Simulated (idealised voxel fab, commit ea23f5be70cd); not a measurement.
The document below concerns the process module designated voxel self aligned contacts.
Cross-section cut: width 235 nm, square cells of 5 nm.
Cross-sections here: square-cell grids, written as top-down lists of bands, a band being one or more rows of cells.
It is stipulated that each band's entry specify, in nanometres, the height of the top of the band and then that of its bottom, followed by the materials of the band in left-to-right sequence, each together with its width in nanometres. A single material marked by the word "throughout" is understood to fill the band from edge to edge; the word "air" is understood to denote empty space.
Basically, 0 is our baseline, since under it the wafer straight out of the box is all one material. The bottom band has no lower end and keeps on going down, so it looks like "from 0 down".
When a width is written as two numbers, as in "30 to 40", the first number is the width in the top row of cells of the band and the second is the width in its bottom row, and the width changes by the same amount from each row to the next.
When a step is marked "identical to before", none of the cells in the cross-section changed during that step.
What "Fully closed voids" gives you is every empty space of 8 cells or more that is cut off from the top. Each appears as width x height at distance, with the distance taken from the left edge and width, height and distance all in nm.
Note: text after step settings on the step line = simulator remark on that step.
"overlay nm" on a masked step: distance the mask lay right of its planned place, negative for left.
So the way this works: pairs, before and after one process step. The after picture only goes down to the lowest band that actually changed, nothing below. Step and its settings are under each pair. And watch out, pairs might come from different runs of this module, same starting wafer though, so a pair only follows on from the one above if its "Pre-step geometry" entry tells you so.

Pre-step geometry
* from 60 to 50 = aC throughout
* from 50 to 40 = SiO2 throughout
* from 40 to 30 = 50 nm SiO2 / 35 nm SiN / 15 nm SiO2 / 35 nm SiN / 15 nm SiO2 / 35 nm SiN / 50 nm SiO2
* from 30 to 25 = SiN throughout
* from 25 to 0 = polySi throughout
* from 0 to -5 = SiO2 throughout
* from -5 down = Si throughout
* Fully closed voids: none

Cross-Section After Step
* from 90 to 60 = 75 nm resist / 35 nm air / 15 nm resist / 35 nm air / 75 nm resist
* Under the height 60 nothing was changed.
* Fully closed voids: none
Upper to lower cross-section via PATTERN [tone open] [mask id CONTACT] [material resist] [width nm 35] [pitch nm 50] [thk nm 30] [overlay nm 0]

Pre-step geometry: identical to the post-step cross-section of the immediately preceding pair.

Cross-Section After Step
* from 80 to 60 = 75 nm resist / 35 nm air / 15 nm resist / 35 nm air / 75 nm resist
* from 60 to 50 = 75 nm aC / 35 nm air / 15 nm aC / 35 nm air / 75 nm aC
* Under the height 50 nothing was changed.
* Fully closed voids: none
Upper to lower cross-section via DIRECTIONAL_ETCH [etch materials aC] [depth nm 10]

Pre-step geometry: identical to the post-step cross-section of the immediately preceding pair.

Cross-Section After Step
* from 60 to 50 = 75 nm aC / 35 nm air / 15 nm aC / 35 nm air / 75 nm aC
* Under the height 50 nothing was changed.
* Fully closed voids: none
Upper to lower cross-section via STRIP [etch materials resist]

Pre-step geometry: identical to the post-step cross-section of the immediately preceding pair.

Cross-Section After Step
* from 60 to 50 = 75 nm aC / 35 nm air / 15 nm aC / 35 nm air / 75 nm aC
* from 50 to 40 = 75 nm SiO2 / 35 nm air / 15 nm SiO2 / 35 nm air / 75 nm SiO2
* from 40 to 30 = 50 nm SiO2 / 35 nm SiN / 15 nm air / 35 nm SiN / 15 nm air / 35 nm SiN / 50 nm SiO2
* Under the height 30 nothing was changed.
* Fully closed voids: none
Upper to lower cross-section via DIRECTIONAL_ETCH [etch materials SiO2] [depth nm 55]

Pre-step geometry: identical to the post-step cross-section of the immediately preceding pair.

Cross-Section After Step
* from 50 to 40 = 75 nm SiO2 / 35 nm air / 15 nm SiO2 / 35 nm air / 75 nm SiO2
* Under the height 40 nothing was changed.
* Fully closed voids: none
Upper to lower cross-section via STRIP [etch materials aC]

Pre-step geometry: identical to the post-step cross-section of the immediately preceding pair.

Cross-Section After Step
* from 55 to 50 = 80 nm TiN / 25 nm air / 25 nm TiN / 25 nm air / 80 nm TiN
* from 50 to 40 = 75 nm SiO2 / 5 to 15 nm TiN / 25 to 5 nm air / 5 to 15 nm TiN / 15 nm SiO2 / 5 to 15 nm TiN / 25 to 5 nm air / 5 to 15 nm TiN / 75 nm SiO2
* from 40 to 35 = 50 nm SiO2 / 35 nm SiN / 5 nm TiN / 5 nm air / 5 nm TiN / 35 nm SiN / 5 nm TiN / 5 nm air / 5 nm TiN / 35 nm SiN / 50 nm SiO2
* from 35 to 30 = 50 nm SiO2 / 35 nm SiN / 15 nm TiN / 35 nm SiN / 15 nm TiN / 35 nm SiN / 50 nm SiO2
* Under the height 30 nothing was changed.
* Fully closed voids: none
Upper to lower cross-section via CONFORMAL_DEP [material TiN] [thk nm 5]

Pre-step geometry: identical to the post-step cross-section of the immediately preceding pair.

Cross-Section After Step
* from 65 to 55 = Ru throughout
* from 55 to 50 = 80 nm TiN / 25 nm Ru / 25 nm TiN / 25 nm Ru / 80 nm TiN
* from 50 to 40 = 75 nm SiO2 / 5 to 15 nm TiN / 25 to 5 nm Ru / 5 to 15 nm TiN / 15 nm SiO2 / 5 to 15 nm TiN / 25 to 5 nm Ru / 5 to 15 nm TiN / 75 nm SiO2
* from 40 to 35 = 50 nm SiO2 / 35 nm SiN / 5 nm TiN / 5 nm Ru / 5 nm TiN / 35 nm SiN / 5 nm TiN / 5 nm Ru / 5 nm TiN / 35 nm SiN / 50 nm SiO2
* Under the height 35 nothing was changed.
* Fully closed voids: none
Upper to lower cross-section via FILL_DEP [material Ru] [thk nm 10]

Pre-step geometry: identical to the post-step cross-section of the immediately preceding pair.

Cross-Section After Step
* from 50 to 40 = 75 nm SiO2 / 5 to 15 nm TiN / 25 to 5 nm Ru / 5 to 15 nm TiN / 15 nm SiO2 / 5 to 15 nm TiN / 25 to 5 nm Ru / 5 to 15 nm TiN / 75 nm SiO2
* Under the height 40 nothing was changed.
* Fully closed voids: none
Upper to lower cross-section via CMP [height nm 50]

Pre-step geometry: identical to the post-step cross-section of the immediately preceding pair.

Cross-Section After Step
* from 55 to 50 = SiCN throughout
* Under the height 50 nothing was changed.
* Fully closed voids: none
Upper to lower cross-section via CONFORMAL_DEP [material SiCN] [thk nm 5]

Pre-step geometry
* from 60 to 50 = aC throughout
* from 50 to 40 = SiO2 throughout
* from 40 to 25 = 50 nm SiO2 / 35 nm SiN / 15 nm SiO2 / 35 nm SiN / 15 nm SiO2 / 35 nm SiN / 50 nm SiO2
* from 25 to 0 = 50 nm SiO2 / 5 nm SiN / 25 nm polySi / 5 nm SiN / 15 nm SiO2 / 5 nm SiN / 25 nm polySi / 5 nm SiN / 15 nm SiO2 / 5 nm SiN / 25 nm polySi / 5 nm SiN / 50 nm SiO2
* from 0 to -5 = SiO2 throughout
* from -5 down = Si throughout
* Fully closed voids: none

Cross-Section After Step
* from 90 to 60 = 80 nm resist / 30 nm air / 20 nm resist / 30 nm air / 75 nm resist
* Under the height 60 nothing was changed.
* Fully closed voids: none
Upper to lower cross-section via PATTERN [tone open] [mask id CONTACT] [material resist] [width nm 30] [pitch nm 50] [thk nm 30] [overlay nm 0]

Pre-step geometry: identical to the post-step cross-section of the immediately preceding pair.

Cross-Section After Step
* from 80 to 60 = 80 nm resist / 30 nm air / 20 nm resist / 30 nm air / 75 nm resist
* from 60 to 50 = 80 nm aC / 30 nm air / 20 nm aC / 30 nm air / 75 nm aC
* Under the height 50 nothing was changed.
* Fully closed voids: none
Upper to lower cross-section via DIRECTIONAL_ETCH [etch materials aC] [depth nm 10]

Pre-step geometry: identical to the post-step cross-section of the immediately preceding pair.

Cross-Section After Step
* from 60 to 50 = 80 nm aC / 30 nm air / 20 nm aC / 30 nm air / 75 nm aC
* Under the height 50 nothing was changed.
* Fully closed voids: none
Upper to lower cross-section via STRIP [etch materials resist]

Pre-step geometry: identical to the post-step cross-section of the immediately preceding pair.

Cross-Section After Step
* from 60 to 50 = 80 nm aC / 30 nm air / 20 nm aC / 30 nm air / 75 nm aC
* from 50 to 40 = 80 nm SiO2 / 30 nm air / 20 nm SiO2 / 30 nm air / 75 nm SiO2
* from 40 to 25 = 50 nm SiO2 / 35 nm SiN / 15 nm air / 35 nm SiN / 15 nm air / 35 nm SiN / 50 nm SiO2
* from 25 to 0 = 50 nm SiO2 / 5 nm SiN / 25 nm polySi / 5 nm SiN / 15 nm air / 5 nm SiN / 25 nm polySi / 5 nm SiN / 15 nm air / 5 nm SiN / 25 nm polySi / 5 nm SiN / 50 nm SiO2
* from 0 to -5 = 85 nm SiO2 / 15 nm air / 35 nm SiO2 / 15 nm air / 85 nm SiO2
* Under the height -5 nothing was changed.
* Fully closed voids: none
Upper to lower cross-section via DIRECTIONAL_ETCH [etch materials SiO2] [depth nm 55]

Pre-step geometry: identical to the post-step cross-section of the immediately preceding pair.

Cross-Section After Step
* from 50 to 40 = 80 nm SiO2 / 30 nm air / 20 nm SiO2 / 30 nm air / 75 nm SiO2
* Under the height 40 nothing was changed.
* Fully closed voids: none
Upper to lower cross-section via STRIP [etch materials aC]

Pre-step geometry: identical to the post-step cross-section of the immediately preceding pair.

Cross-Section After Step
* from 55 to 50 = 85 nm TiN / 20 nm air / 30 nm TiN / 20 nm air / 80 nm TiN
* from 50 to 40 = 80 nm SiO2 / 5 to 10 nm TiN / 20 to 5 nm air / 5 to 15 nm TiN / 20 nm SiO2 / 5 to 10 nm TiN / 20 to 5 nm air / 5 to 15 nm TiN / 75 nm SiO2
* from 40 to 25 = 50 nm SiO2 / 35 nm SiN / 5 nm TiN / 5 nm air / 5 nm TiN / 35 nm SiN / 5 nm TiN / 5 nm air / 5 nm TiN / 35 nm SiN / 50 nm SiO2
* from 25 to 0 = 50 nm SiO2 / 5 nm SiN / 25 nm polySi / 5 nm SiN / 5 nm TiN / 5 nm air / 5 nm TiN / 5 nm SiN / 25 nm polySi / 5 nm SiN / 5 nm TiN / 5 nm air / 5 nm TiN / 5 nm SiN / 25 nm polySi / 5 nm SiN / 50 nm SiO2
* from 0 to -5 = 85 nm SiO2 / 15 nm TiN / 35 nm SiO2 / 15 nm TiN / 85 nm SiO2
* Under the height -5 nothing was changed.
* Fully closed voids: none
Upper to lower cross-section via CONFORMAL_DEP [material TiN] [thk nm 5]

Pre-step geometry: identical to the post-step cross-section of the immediately preceding pair.

Cross-Section After Step
* from 65 to 55 = Ru throughout
* from 55 to 50 = 85 nm TiN / 20 nm Ru / 30 nm TiN / 20 nm Ru / 80 nm TiN
* from 50 to 40 = 80 nm SiO2 / 5 to 10 nm TiN / 20 to 5 nm Ru / 5 to 15 nm TiN / 20 nm SiO2 / 5 to 10 nm TiN / 20 to 5 nm Ru / 5 to 15 nm TiN / 75 nm SiO2
* from 40 to 25 = 50 nm SiO2 / 35 nm SiN / 5 nm TiN / 5 nm Ru / 5 nm TiN / 35 nm SiN / 5 nm TiN / 5 nm Ru / 5 nm TiN / 35 nm SiN / 50 nm SiO2
* from 25 to 0 = 50 nm SiO2 / 5 nm SiN / 25 nm polySi / 5 nm SiN / 5 nm TiN / 5 nm Ru / 5 nm TiN / 5 nm SiN / 25 nm polySi / 5 nm SiN / 5 nm TiN / 5 nm Ru / 5 nm TiN / 5 nm SiN / 25 nm polySi / 5 nm SiN / 50 nm SiO2
* Under the height 0 nothing was changed.
* Fully closed voids: none
Upper to lower cross-section via FILL_DEP [material Ru] [thk nm 10]

Pre-step geometry: identical to the post-step cross-section of the immediately preceding pair.

Cross-Section After Step
* from 50 to 40 = 80 nm SiO2 / 5 to 10 nm TiN / 20 to 5 nm Ru / 5 to 15 nm TiN / 20 nm SiO2 / 5 to 10 nm TiN / 20 to 5 nm Ru / 5 to 15 nm TiN / 75 nm SiO2
* Under the height 40 nothing was changed.
* Fully closed voids: none
Upper to lower cross-section via CMP [height nm 50]

Pre-step geometry: identical to the post-step cross-section of the immediately preceding pair.

Cross-Section After Step
* from 55 to 50 = SiCN throughout
* Under the height 50 nothing was changed.
* Fully closed voids: none
Upper to lower cross-section via CONFORMAL_DEP [material SiCN] [thk nm 5]

Pre-step geometry
* from 60 to 50 = aC throughout
* from 50 to 40 = SiO2 throughout
* from 40 to 25 = 50 nm SiO2 / 35 nm SiN / 15 nm SiO2 / 35 nm SiN / 15 nm SiO2 / 35 nm SiN / 50 nm SiO2
* from 25 to 0 = 50 nm SiO2 / 5 nm SiN / 25 nm polySi / 5 nm SiN / 15 nm SiO2 / 5 nm SiN / 25 nm polySi / 5 nm SiN / 15 nm SiO2 / 5 nm SiN / 25 nm polySi / 5 nm SiN / 50 nm SiO2
* from 0 to -5 = SiO2 throughout
* from -5 down = Si throughout
* Fully closed voids: none

Cross-Section After Step
* from 90 to 60 = 80 nm resist / 35 nm air / 15 nm resist / 35 nm air / 70 nm resist
* Under the height 60 nothing was changed.
* Fully closed voids: none
Upper to lower cross-section via PATTERN [tone open] [mask id CONTACT] [material resist] [width nm 35] [pitch nm 50] [thk nm 30] [overlay nm 5]

Pre-step geometry: identical to the post-step cross-section of the immediately preceding pair.

Cross-Section After Step
* from 80 to 60 = 80 nm resist / 35 nm air / 15 nm resist / 35 nm air / 70 nm resist
* from 60 to 50 = 80 nm aC / 35 nm air / 15 nm aC / 35 nm air / 70 nm aC
* Under the height 50 nothing was changed.
* Fully closed voids: none
Upper to lower cross-section via DIRECTIONAL_ETCH [etch materials aC] [depth nm 10]

Pre-step geometry: identical to the post-step cross-section of the immediately preceding pair.

Cross-Section After Step
* from 60 to 50 = 80 nm aC / 35 nm air / 15 nm aC / 35 nm air / 70 nm aC
* Under the height 50 nothing was changed.
* Fully closed voids: none
Upper to lower cross-section via STRIP [etch materials resist]

Pre-step geometry: identical to the post-step cross-section of the immediately preceding pair.

Cross-Section After Step
* from 60 to 50 = 80 nm aC / 35 nm air / 15 nm aC / 35 nm air / 70 nm aC
* from 50 to 40 = 80 nm SiO2 / 35 nm air / 15 nm SiO2 / 35 nm air / 70 nm SiO2
* from 40 to 25 = 50 nm SiO2 / 35 nm SiN / 15 nm air / 35 nm SiN / 15 nm air / 35 nm SiN / 50 nm SiO2
* from 25 to 0 = 50 nm SiO2 / 5 nm SiN / 25 nm polySi / 5 nm SiN / 15 nm air / 5 nm SiN / 25 nm polySi / 5 nm SiN / 15 nm air / 5 nm SiN / 25 nm polySi / 5 nm SiN / 50 nm SiO2
* from 0 to -5 = 85 nm SiO2 / 15 nm air / 35 nm SiO2 / 15 nm air / 85 nm SiO2
* Under the height -5 nothing was changed.
* Fully closed voids: none
Upper to lower cross-section via DIRECTIONAL_ETCH [etch materials SiO2] [depth nm 55]

Pre-step geometry: identical to the post-step cross-section of the immediately preceding pair.

Cross-Section After Step
* from 50 to 40 = 80 nm SiO2 / 35 nm air / 15 nm SiO2 / 35 nm air / 70 nm SiO2
* Under the height 40 nothing was changed.
* Fully closed voids: none
Upper to lower cross-section via STRIP [etch materials aC]

Pre-step geometry: identical to the post-step cross-section of the immediately preceding pair.

Cross-Section After Step
* from 55 to 50 = 85 nm TiN / 25 nm air / 25 nm TiN / 25 nm air / 75 nm TiN
* from 50 to 40 = 80 nm SiO2 / 5 to 10 nm TiN / 25 to 5 nm air / 5 to 20 nm TiN / 15 nm SiO2 / 5 to 10 nm TiN / 25 to 5 nm air / 5 to 20 nm TiN / 70 nm SiO2
* from 40 to 25 = 50 nm SiO2 / 35 nm SiN / 5 nm TiN / 5 nm air / 5 nm TiN / 35 nm SiN / 5 nm TiN / 5 nm air / 5 nm TiN / 35 nm SiN / 50 nm SiO2
* from 25 to 0 = 50 nm SiO2 / 5 nm SiN / 25 nm polySi / 5 nm SiN / 5 nm TiN / 5 nm air / 5 nm TiN / 5 nm SiN / 25 nm polySi / 5 nm SiN / 5 nm TiN / 5 nm air / 5 nm TiN / 5 nm SiN / 25 nm polySi / 5 nm SiN / 50 nm SiO2
* from 0 to -5 = 85 nm SiO2 / 15 nm TiN / 35 nm SiO2 / 15 nm TiN / 85 nm SiO2
* Under the height -5 nothing was changed.
* Fully closed voids: none
Upper to lower cross-section via CONFORMAL_DEP [material TiN] [thk nm 5]

Pre-step geometry: identical to the post-step cross-section of the immediately preceding pair.

Cross-Section After Step
* from 65 to 55 = Ru throughout
* from 55 to 50 = 85 nm TiN / 25 nm Ru / 25 nm TiN / 25 nm Ru / 75 nm TiN
* from 50 to 40 = 80 nm SiO2 / 5 to 10 nm TiN / 25 to 5 nm Ru / 5 to 20 nm TiN / 15 nm SiO2 / 5 to 10 nm TiN / 25 to 5 nm Ru / 5 to 20 nm TiN / 70 nm SiO2
* from 40 to 25 = 50 nm SiO2 / 35 nm SiN / 5 nm TiN / 5 nm Ru / 5 nm TiN / 35 nm SiN / 5 nm TiN / 5 nm Ru / 5 nm TiN / 35 nm SiN / 50 nm SiO2
* from 25 to 0 = 50 nm SiO2 / 5 nm SiN / 25 nm polySi / 5 nm SiN / 5 nm TiN / 5 nm Ru / 5 nm TiN / 5 nm SiN / 25 nm polySi / 5 nm SiN / 5 nm TiN / 5 nm Ru / 5 nm TiN / 5 nm SiN / 25 nm polySi / 5 nm SiN / 50 nm SiO2
* Under the height 0 nothing was changed.
* Fully closed voids: none
Upper to lower cross-section via FILL_DEP [material Ru] [thk nm 10]

Pre-step geometry: identical to the post-step cross-section of the immediately preceding pair.

Cross-Section After Step
* from 50 to 40 = 80 nm SiO2 / 5 to 10 nm TiN / 25 to 5 nm Ru / 5 to 20 nm TiN / 15 nm SiO2 / 5 to 10 nm TiN / 25 to 5 nm Ru / 5 to 20 nm TiN / 70 nm SiO2
* Under the height 40 nothing was changed.
* Fully closed voids: none
Upper to lower cross-section via CMP [height nm 50]

Pre-step geometry: identical to the post-step cross-section of the immediately preceding pair.

Cross-Section After Step
* from 55 to 50 = SiCN throughout
* Under the height 50 nothing was changed.
* Fully closed voids: none
Upper to lower cross-section via CONFORMAL_DEP [material SiCN] [thk nm 5]

Pre-step geometry
* from 60 to 50 = 75 nm aC / 35 nm air / 15 nm aC / 35 nm air / 75 nm aC
* from 50 to 40 = 75 nm SiO2 / 35 nm air / 15 nm SiO2 / 35 nm air / 75 nm SiO2
* from 40 to 25 = 50 nm SiO2 / 35 nm SiN / 15 nm air / 35 nm SiN / 15 nm air / 35 nm SiN / 50 nm SiO2
* from 25 to 0 = 50 nm SiO2 / 5 nm SiN / 25 nm polySi / 5 nm SiN / 15 nm air / 5 nm SiN / 25 nm polySi / 5 nm SiN / 15 nm air / 5 nm SiN / 25 nm polySi / 5 nm SiN / 50 nm SiO2
* from 0 to -5 = 85 nm SiO2 / 15 nm air / 35 nm SiO2 / 15 nm air / 85 nm SiO2
* from -5 down = Si throughout
* Fully closed voids: none

Cross-Section After Step
* from 60 to 50 = 75 nm aC / 85 nm air / 75 nm aC
* from 50 to 40 = 75 nm SiO2 / 85 nm air / 75 nm SiO2
* from 40 to 25 = 50 nm SiO2 / 135 nm air / 50 nm SiO2
* from 25 to 0 = 50 nm SiO2 / 5 nm air / 25 nm polySi / 25 nm air / 25 nm polySi / 25 nm air / 25 nm polySi / 5 nm air / 50 nm SiO2
* Under the height 0 nothing was changed.
* Fully closed voids: none
Upper to lower cross-section via STRIP [etch materials SiN]

Pre-step geometry: identical to the post-step cross-section of the immediately preceding pair.

Cross-Section After Step
* from 65 to 60 = 80 nm TiN / 75 nm air / 80 nm TiN
* from 60 to 50 = 75 nm aC / 5 nm TiN / 75 nm air / 5 nm TiN / 75 nm aC
* from 50 to 40 = 75 nm SiO2 / 5 nm TiN / 75 nm air / 5 nm TiN / 75 nm SiO2
* from 40 to 30 = 50 nm SiO2 / 30 to 5 nm TiN / 75 to 125 nm air / 30 to 5 nm TiN / 50 nm SiO2
* from 30 to 25 = 50 nm SiO2 / 35 nm TiN / 15 nm air / 35 nm TiN / 15 nm air / 35 nm TiN / 50 nm SiO2
* from 25 to 5 = 50 nm SiO2 / 5 nm TiN / 25 nm polySi / 5 nm TiN / 15 nm air / 5 nm TiN / 25 nm polySi / 5 nm TiN / 15 nm air / 5 nm TiN / 25 nm polySi / 5 nm TiN / 50 nm SiO2
* from 5 to 0 = 50 nm SiO2 / 5 nm TiN / 25 nm polySi / 10 nm TiN / 5 nm air / 10 nm TiN / 25 nm polySi / 10 nm TiN / 5 nm air / 10 nm TiN / 25 nm polySi / 5 nm TiN / 50 nm SiO2
* from 0 to -5 = 85 nm SiO2 / 15 nm TiN / 35 nm SiO2 / 15 nm TiN / 85 nm SiO2
* Under the height -5 nothing was changed.
* Fully closed voids: none
Upper to lower cross-section via CONFORMAL_DEP [material TiN] [thk nm 5]

Pre-step geometry: identical to the post-step cross-section of the immediately preceding pair.

Cross-Section After Step
* from 75 to 65 = Ru throughout
* from 65 to 60 = 80 nm TiN / 75 nm Ru / 80 nm TiN
* from 60 to 50 = 75 nm aC / 5 nm TiN / 75 nm Ru / 5 nm TiN / 75 nm aC
* from 50 to 40 = 75 nm SiO2 / 5 nm TiN / 75 nm Ru / 5 nm TiN / 75 nm SiO2
* from 40 to 30 = 50 nm SiO2 / 30 to 5 nm TiN / 75 to 125 nm Ru / 30 to 5 nm TiN / 50 nm SiO2
* from 30 to 25 = 50 nm SiO2 / 35 nm TiN / 15 nm Ru / 35 nm TiN / 15 nm Ru / 35 nm TiN / 50 nm SiO2
* from 25 to 5 = 50 nm SiO2 / 5 nm TiN / 25 nm polySi / 5 nm TiN / 15 nm Ru / 5 nm TiN / 25 nm polySi / 5 nm TiN / 15 nm Ru / 5 nm TiN / 25 nm polySi / 5 nm TiN / 50 nm SiO2
* from 5 to 0 = 50 nm SiO2 / 5 nm TiN / 25 nm polySi / 10 nm TiN / 5 nm Ru / 10 nm TiN / 25 nm polySi / 10 nm TiN / 5 nm Ru / 10 nm TiN / 25 nm polySi / 5 nm TiN / 50 nm SiO2
* Under the height 0 nothing was changed.
* Fully closed voids: none
Upper to lower cross-section via FILL_DEP [material Ru] [thk nm 10]

Pre-step geometry: identical to the post-step cross-section of the immediately preceding pair.

Cross-Section After Step
* from 50 to 40 = 75 nm SiO2 / 5 nm TiN / 75 nm Ru / 5 nm TiN / 75 nm SiO2
* Under the height 40 nothing was changed.
* Fully closed voids: none
Upper to lower cross-section via CMP [height nm 50]

Pre-step geometry: identical to the post-step cross-section of the immediately preceding pair.

Cross-Section After Step
* from 55 to 50 = SiCN throughout
* Under the height 50 nothing was changed.
* Fully closed voids: none
Upper to lower cross-section via CONFORMAL_DEP [material SiCN] [thk nm 5]

Pre-step geometry
* from 40 to 25 = SiN throughout
* from 25 to 0 = polySi throughout
* from 0 to -5 = SiO2 throughout
* from -5 down = Si throughout
* Fully closed voids: none

Cross-Section After Step
* from 60 to 40 = 55 nm resist / 25 nm air / 25 nm resist / 25 nm air / 25 nm resist / 25 nm air / 55 nm resist
* Under the height 40 nothing was changed.
* Fully closed voids: none
Upper to lower cross-section via PATTERN [tone open] [mask id GATE] [material resist] [width nm 25] [pitch nm 50] [thk nm 20] [overlay nm 0]

Pre-step geometry: identical to the post-step cross-section of the immediately preceding pair.

Cross-Section After Step
* from 60 to 40 = 55 nm resist / 25 nm air / 25 nm resist / 25 nm air / 25 nm resist / 25 nm air / 55 nm resist
* from 40 to 25 = 55 nm SiN / 25 nm air / 25 nm SiN / 25 nm air / 25 nm SiN / 25 nm air / 55 nm SiN
* Under the height 25 nothing was changed.
* Fully closed voids: none
Upper to lower cross-section via DIRECTIONAL_ETCH [etch materials SiN] [depth nm 15]

Pre-step geometry: identical to the post-step cross-section of the immediately preceding pair.

Cross-Section After Step
* from 60 to 40 = 55 nm resist / 25 nm air / 25 nm resist / 25 nm air / 25 nm resist / 25 nm air / 55 nm resist
* from 40 to 25 = 55 nm SiN / 25 nm air / 25 nm SiN / 25 nm air / 25 nm SiN / 25 nm air / 55 nm SiN
* from 25 to 0 = 55 nm polySi / 25 nm air / 25 nm polySi / 25 nm air / 25 nm polySi / 25 nm air / 55 nm polySi
* Under the height 0 nothing was changed.
* Fully closed voids: none
Upper to lower cross-section via DIRECTIONAL_ETCH [etch materials polySi] [depth nm 25]

Pre-step geometry: identical to the post-step cross-section of the immediately preceding pair.

Cross-Section After Step
* from 40 to 25 = 55 nm SiN / 25 nm air / 25 nm SiN / 25 nm air / 25 nm SiN / 25 nm air / 55 nm SiN
* Under the height 25 nothing was changed.
* Fully closed voids: none
Upper to lower cross-section via STRIP [etch materials resist]

Pre-step geometry: identical to the post-step cross-section of the immediately preceding pair.

Cross-Section After Step
* from 45 to 25 = 60 nm SiN / 15 nm air / 35 nm SiN / 15 nm air / 35 nm SiN / 15 nm air / 60 nm SiN
* from 25 to 5 = 55 nm polySi / 5 nm SiN / 15 nm air / 5 nm SiN / 25 nm polySi / 5 nm SiN / 15 nm air / 5 nm SiN / 25 nm polySi / 5 nm SiN / 15 nm air / 5 nm SiN / 55 nm polySi
* from 5 to 0 = 55 nm polySi / 25 nm SiN / 25 nm polySi / 25 nm SiN / 25 nm polySi / 25 nm SiN / 55 nm polySi
* Under the height 0 nothing was changed.
* Fully closed voids: none
Upper to lower cross-section via CONFORMAL_DEP [material SiN] [thk nm 5]

Pre-step geometry: identical to the post-step cross-section of the immediately preceding pair.

Cross-Section After Step
* from 40 to 25 = 60 nm SiN / 15 nm air / 35 nm SiN / 15 nm air / 35 nm SiN / 15 nm air / 60 nm SiN
* from 25 to 0 = 55 nm polySi / 5 nm SiN / 15 nm air / 5 nm SiN / 25 nm polySi / 5 nm SiN / 15 nm air / 5 nm SiN / 25 nm polySi / 5 nm SiN / 15 nm air / 5 nm SiN / 55 nm polySi
* Under the height 0 nothing was changed.
* Fully closed voids: none
Upper to lower cross-section via DIRECTIONAL_ETCH [etch materials SiN] [depth nm 5]

Pre-step geometry: identical to the post-step cross-section of the immediately preceding pair.

Cross-Section After Step
* from 60 to 40 = SiO2 throughout
* from 40 to 25 = 60 nm SiN / 15 nm SiO2 / 35 nm SiN / 15 nm SiO2 / 35 nm SiN / 15 nm SiO2 / 60 nm SiN
* from 25 to 0 = 55 nm polySi / 5 nm SiN / 15 nm SiO2 / 5 nm SiN / 25 nm polySi / 5 nm SiN / 15 nm SiO2 / 5 nm SiN / 25 nm polySi / 5 nm SiN / 15 nm SiO2 / 5 nm SiN / 55 nm polySi
* Under the height 0 nothing was changed.
* Fully closed voids: none
Upper to lower cross-section via FILL_DEP [material SiO2] [thk nm 20]

Pre-step geometry: identical to the post-step cross-section of the immediately preceding pair.

Cross-Section After Step
* from 50 to 40 = SiO2 throughout
* Under the height 40 nothing was changed.
* Fully closed voids: none
Upper to lower cross-section via CMP [height nm 50]

Pre-step geometry: identical to the post-step cross-section of the immediately preceding pair.

Cross-Section After Step
* from 60 to 50 = aC throughout
* Under the height 50 nothing was changed.
* Fully closed voids: none
Upper to lower cross-section via DIRECTIONAL_DEP [material aC] [thk nm 10]

Pre-step geometry: identical to the post-step cross-section of the immediately preceding pair.

Cross-Section After Step
* from 90 to 60 = 75 nm resist / 35 nm air / 15 nm resist / 35 nm air / 75 nm resist
* Under the height 60 nothing was changed.
* Fully closed voids: none
Upper to lower cross-section via PATTERN [tone open] [mask id CONTACT] [material resist] [width nm 35] [pitch nm 50] [thk nm 30] [overlay nm 0]

Pre-step geometry: identical to the post-step cross-section of the immediately preceding pair.

Cross-Section After Step
* from 80 to 60 = 75 nm resist / 35 nm air / 15 nm resist / 35 nm air / 75 nm resist
* from 60 to 50 = 75 nm aC / 35 nm air / 15 nm aC / 35 nm air / 75 nm aC
* Under the height 50 nothing was changed.
* Fully closed voids: none
Upper to lower cross-section via DIRECTIONAL_ETCH [etch materials aC] [depth nm 10]

Pre-step geometry: identical to the post-step cross-section of the immediately preceding pair.

Cross-Section After Step
* from 60 to 50 = 75 nm aC / 35 nm air / 15 nm aC / 35 nm air / 75 nm aC
* Under the height 50 nothing was changed.
* Fully closed voids: none
Upper to lower cross-section via STRIP [etch materials resist]

Pre-step geometry: identical to the post-step cross-section of the immediately preceding pair.

Cross-Section After Step
* from 60 to 50 = 75 nm aC / 35 nm air / 15 nm aC / 35 nm air / 75 nm aC
* from 50 to 40 = 75 nm SiO2 / 35 nm air / 15 nm SiO2 / 35 nm air / 75 nm SiO2
* Under the height 40 nothing was changed.
* Fully closed voids: none
Upper to lower cross-section via DIRECTIONAL_ETCH [etch materials SiO2] [depth nm 55]

Pre-step geometry: identical to the post-step cross-section of the immediately preceding pair.

Cross-Section After Step
* from 50 to 40 = 75 nm SiO2 / 35 nm air / 15 nm SiO2 / 35 nm air / 75 nm SiO2
* Under the height 40 nothing was changed.
* Fully closed voids: none
Upper to lower cross-section via STRIP [etch materials aC]

Pre-step geometry: identical to the post-step cross-section of the immediately preceding pair.

Cross-Section After Step
* from 55 to 50 = 80 nm TiN / 25 nm air / 25 nm TiN / 25 nm air / 80 nm TiN
* from 50 to 45 = 75 nm SiO2 / 5 nm TiN / 25 nm air / 5 nm TiN / 15 nm SiO2 / 5 nm TiN / 25 nm air / 5 nm TiN / 75 nm SiO2
* from 45 to 40 = 75 nm SiO2 / 35 nm TiN / 15 nm SiO2 / 35 nm TiN / 75 nm SiO2
* Under the height 40 nothing was changed.
* Fully closed voids: none
Upper to lower cross-section via CONFORMAL_DEP [material TiN] [thk nm 5]

Pre-step geometry: identical to the post-step cross-section of the immediately preceding pair.

Cross-Section After Step
* from 65 to 55 = Ru throughout
* from 55 to 50 = 80 nm TiN / 25 nm Ru / 25 nm TiN / 25 nm Ru / 80 nm TiN
* from 50 to 45 = 75 nm SiO2 / 5 nm TiN / 25 nm Ru / 5 nm TiN / 15 nm SiO2 / 5 nm TiN / 25 nm Ru / 5 nm TiN / 75 nm SiO2
* Under the height 45 nothing was changed.
* Fully closed voids: none
Upper to lower cross-section via FILL_DEP [material Ru] [thk nm 10]

Pre-step geometry: identical to the post-step cross-section of the immediately preceding pair.

Cross-Section After Step
* from 50 to 45 = 75 nm SiO2 / 5 nm TiN / 25 nm Ru / 5 nm TiN / 15 nm SiO2 / 5 nm TiN / 25 nm Ru / 5 nm TiN / 75 nm SiO2
* Under the height 45 nothing was changed.
* Fully closed voids: none
Upper to lower cross-section via CMP [height nm 50]

Pre-step geometry: identical to the post-step cross-section of the immediately preceding pair.

Cross-Section After Step
* from 55 to 50 = SiCN throughout
* Under the height 50 nothing was changed.
* Fully closed voids: none
Upper to lower cross-section via CONFORMAL_DEP [material SiCN] [thk nm 5]
